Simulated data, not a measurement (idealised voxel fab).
Proc. module: voxel wiring stack
The width of the displayed cross-section, cut, is 220 nm; its cells are square, with a size of 5 nm.
Each cross-section below is a grid of square cells, stated as bands in top-down order, with one or more rows of cells making up each band.
Band entry format. Leading values: height of top, height of bottom, nm. Remainder: materials in left-to-right order, each with its width in nm. Special words: "throughout" on a single material, which then fills the band edge to edge; "blank", empty space.
It should be noted that heights are counted from 0, beneath which the wafer as supplied is of one material throughout, and that the lowest band possesses no lower boundary but continues downward, as written in "0..down".
Read "30->40" as a graded width: first number on top, second number at the bottom, same change between each pair of neighbouring rows.
"remained unchanged" for a step: no cell of the cross-section changed in that step.
In the "Closed cavities" entry, you get each enclosed empty space of 8 cells or more, one with no open way to the top, written width x height at distance, distance from the left edge, in nm.
On each step's line, the part that comes after the settings is the simulator's own comment on the step.
"overlay nm" answers the question of how far to the right of plan the mask lay on a step that has a mask, and when it is negative the answer is to the left.

Process steps - plan:
1,op RECEIVE | material Si
2,op CONFORMAL_DEP | material SiO2 | thk nm 10
3,op DIRECTIONAL_DEP | material TiN | thk nm 5
4,op DIRECTIONAL_DEP | material Ru | thk nm 20
5,op DIRECTIONAL_DEP | material aC | thk nm 15
6,op PATTERN | tone cover | mask id METAL_1 | material resist | width nm 20 | pitch nm 45 | thk nm 35 | overlay nm 0
7,op DIRECTIONAL_ETCH | etch materials aC | depth nm 15
8,op STRIP | etch materials resist
9,op DIRECTIONAL_ETCH | etch materials Ru | depth nm 20
10,op DIRECTIONAL_ETCH | etch materials TiN | depth nm 5
11,op STRIP | etch materials aC
12,op CONFORMAL_DEP | material SiCN | thk nm 5
13,op FILL_DEP | material lowk | thk nm 5
14,op CMP | height nm 35
15,op CONFORMAL_DEP | material SiCN | thk nm 5
16,op DIRECTIONAL_DEP | material lowk | thk nm 15
17,op DIRECTIONAL_DEP | material aC | thk nm 10
18,op PATTERN | tone open | mask id PLUG_1 | material resist | width nm 15 | pitch nm 45 | thk nm 25 | overlay nm 0
19,op DIRECTIONAL_ETCH | etch materials aC | depth nm 10
20,op STRIP | etch materials resist
21,op DIRECTIONAL_ETCH | etch materials lowk | depth nm 15
22,op DIRECTIONAL_ETCH | etch materials SiCN | depth nm 5
23,op STRIP | etch materials aC
24,op EPI | material Ru | thk nm 10
25,op EPI | material Ru | thk nm 10
26,op DIRECTIONAL_DEP | material TiN | thk nm 5
27,op DIRECTIONAL_DEP | material W | thk nm 25
28,op DIRECTIONAL_DEP | material aC | thk nm 15
29,op PATTERN | tone cover | mask id METAL_2 | material resist | width nm 20 | pitch nm 45 | thk nm 30 | overlay nm 0
30,op DIRECTIONAL_ETCH | etch materials aC | depth nm 15
31,op STRIP | etch materials resist
32,op DIRECTIONAL_ETCH | etch materials W | depth nm 25
33,op DIRECTIONAL_ETCH | etch materials TiN | depth nm 5
34,op STRIP | etch materials aC
35,op FILL_DEP | material lowk | thk nm 10
36,op CMP | height nm 85
37,op CONFORMAL_DEP | material SiCN | thk nm 5
38,op DIRECTIONAL_DEP | material lowk | thk nm 30
39,op PATTERN | tone open | mask id METAL_3 | material resist | width nm 20 | pitch nm 45 | thk nm 20 | overlay nm -15
40,op DIRECTIONAL_ETCH | etch materials lowk | depth nm 15
41,op STRIP | etch materials resist
42,op MASKED_ETCH | tone open | mask id METAL_3_HOLES | width nm 15 | pitch nm 45 | etch materials lowk | depth nm 15 | overlay nm 0
43,op MASKED_ETCH | tone open | mask id METAL_3_HOLES | width nm 15 | pitch nm 45 | etch materials SiCN | depth nm 5 | overlay nm 0
44,op CONFORMAL_DEP | material TiN | thk nm 5
45,op FILL_DEP | material Cu | thk nm 5
46,op CMP | height nm 120
47,op CONFORMAL_DEP | material SiN | thk nm 5
Keep in mind the plan's value for the overlay nm of step 39 comes from the first wafer; the wafers don't share that setting, but they do share the same starting point.

First wafer as received, after step 1:
  0..down = Si throughout
  Closed cavities: none

Shown in cross-section: the first of several wafers at the end of the module, after its last step, step 47:
  125..120 = SiN throughout
  120..110 = lowk=60  TiN=5  Cu=20  TiN=5  lowk=15  TiN=5  Cu=20  TiN=5  lowk=85
  110..105 = lowk=60  TiN=30  lowk=15  TiN=30  lowk=85
  105..90 = lowk=75  TiN=5  lowk=40  TiN=5  lowk=95
  90..85 = SiCN=75  TiN=5  SiCN=40  TiN=5  SiCN=95
  85..60 = lowk=75  W=20  lowk=25  W=20  lowk=80
  60..55 = lowk=75  TiN=20  lowk=25  TiN=20  lowk=80
  55..40 = lowk=75  Ru=15  lowk=30  Ru=15  lowk=85
  40..35 = SiCN=75  Ru=15  SiCN=30  Ru=15  SiCN=85
  35..15 = lowk=70  SiCN=5  Ru=20  SiCN=5  lowk=15  SiCN=5  Ru=20  SiCN=5  lowk=75
  15..10 = SiCN=75  TiN=20  SiCN=25  TiN=20  SiCN=80
  10..0 = SiO2 throughout
  0..down = Si throughout
  Closed cavities: none

Cross-section of the final wafer among several, taken at the end of the module:
  125..120 = SiN throughout
  120..110 = lowk=75  TiN=5  Cu=25  TiN=5  lowk=10  TiN=5  Cu=25  TiN=5  lowk=65
  110..105 = lowk=75  TiN=35  lowk=10  TiN=35  lowk=65
  105..90 = lowk throughout
  90..85 = SiCN throughout
  85..60 = lowk=75  W=20  lowk=25  W=20  lowk=80
  60..55 = lowk=75  TiN=20  lowk=25  TiN=20  lowk=80
  55..40 = lowk=75  Ru=15  lowk=30  Ru=15  lowk=85
  40..35 = SiCN=75  Ru=15  SiCN=30  Ru=15  SiCN=85
  35..15 = lowk=70  SiCN=5  Ru=20  SiCN=5  lowk=15  SiCN=5  Ru=20  SiCN=5  lowk=75
  15..10 = SiCN=75  TiN=20  SiCN=25  TiN=20  SiCN=80
  10..0 = SiO2 throughout
  0..down = Si throughout
  Closed cavities: none

End of module, by wafer: material-by-material cell gain (+) or loss (-) since receipt, then closed voids:
overlay nm -15; +16 Cu; +56 Ru; +132 SiCN; +44 SiN; +88 SiO2; +44 TiN; +40 W; +680 lowk; Closed cavities: none
overlay nm -10; +12 Cu; +56 Ru; +130 SiCN; +44 SiN; +88 SiO2; +50 TiN; +40 W; +680 lowk; Closed cavities: none
overlay nm -5; +16 Cu; +56 Ru; +128 SiCN; +44 SiN; +88 SiO2; +48 TiN; +40 W; +680 lowk; Closed cavities: none
overlay nm 0; +16 Cu; +56 Ru; +128 SiCN; +44 SiN; +88 SiO2; +48 TiN; +40 W; +680 lowk; Closed cavities: none
overlay nm 5; +12 Cu; +56 Ru; +130 SiCN; +44 SiN; +88 SiO2; +50 TiN; +40 W; +680 lowk; Closed cavities: none
overlay nm 10; +16 Cu; +56 Ru; +132 SiCN; +44 SiN; +88 SiO2; +44 TiN; +40 W; +680 lowk; Closed cavities: none
overlay nm 15; +20 Cu; +56 Ru; +134 SiCN; +44 SiN; +88 SiO2; +38 TiN; +40 W; +680 lowk; Closed cavities: none
